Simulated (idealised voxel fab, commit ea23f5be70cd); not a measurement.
Title: Process Module voxel trench capacitor
Xsec cut, 165 nm wide, square cell size 5 nm.
Cross-sections here: square-cell grids, written as top-down lists of bands, a band being one or more rows of cells. Heights first: top, then bottom, in nm. Then materials, left to right, each with a width in nm. "everywhere" on a single material: fills the band edge to edge. "blank": empty space. Heights are measured from 0, the level below which the as-received wafer is all one material; the lowest band has no bottom and continues downward, written as in "z 0 and below". The notation "30..40" denotes a width that varies across the rows of cells in the band, beginning at the first number in the top row, finishing at the second number in the bottom row, and changing by an identical amount from each row to the next. "remained unchanged", as given for a step, is the statement that not any cell of the cross-section underwent a change during that step. The entry "Enclosed void listing" lists the empty spaces that cover at least 8 cells and have no open path to the top. Each is written as width x height at distance, where the distance is measured from the left edge and all three values are in nm. Formally, on a step line, whatever follows the settings is a remark that the simulator itself makes on the step. "overlay nm", when on a step's line for a step with a mask, measures how far to the right of its planned place the mask lay; a negative measure means to the left.

List of planned process steps
1) RECEIVE (material Si)
2) CONFORMAL_DEP (material SiN; thk nm 10)
3) MASKED_ETCH (tone open; mask id TRENCH; width nm 30; pitch nm 60; etch materials SiN; depth nm 10; overlay nm 0)
4) MASKED_ETCH (tone open; mask id TRENCH; width nm 30; pitch nm 60; etch materials Si; depth nm 35; overlay nm 0)
5) CONFORMAL_DEP (material Al2O3; thk nm 5)
6) CONFORMAL_DEP (material TiN; thk nm 5)
7) FILL_DEP (material W; thk nm 10)
8) CMP (height nm 10)

Incoming wafer, cross-sectional view, post step 1
> z 0 and below = Si everywhere
> Enclosed void listing: none

Cross-section, end of module. Start: as above. Plan: as above. Execution: one mistake
> z 10 to 0 = SiN (40)  TiN (5)  W (10)  TiN (5)  SiN (40)  TiN (5)  W (10)  TiN (5)  SiN (45)
> z 0 to -25 = Si (35)  SiN (5)  TiN (5)  W (10)  TiN (5)  SiN (5)  Si (30)  SiN (5)  TiN (5)  W (10)  TiN (5)  SiN (5)  Si (40)
> z -25 to -30 = Si (35)  SiN (5)  TiN (20)  SiN (5)  Si (30)  SiN (5)  TiN (20)  SiN (5)  Si (40)
> z -30 to -35 = Si (35)  SiN (30)  Si (30)  SiN (30)  Si (40)
> z -35 and below = Si everywhere
> Enclosed void listing: none
Nonconformance to the process plan: note that step 5 departed from the planned setting and was carried out as CONFORMAL_DEP (material SiN; thk nm 5)
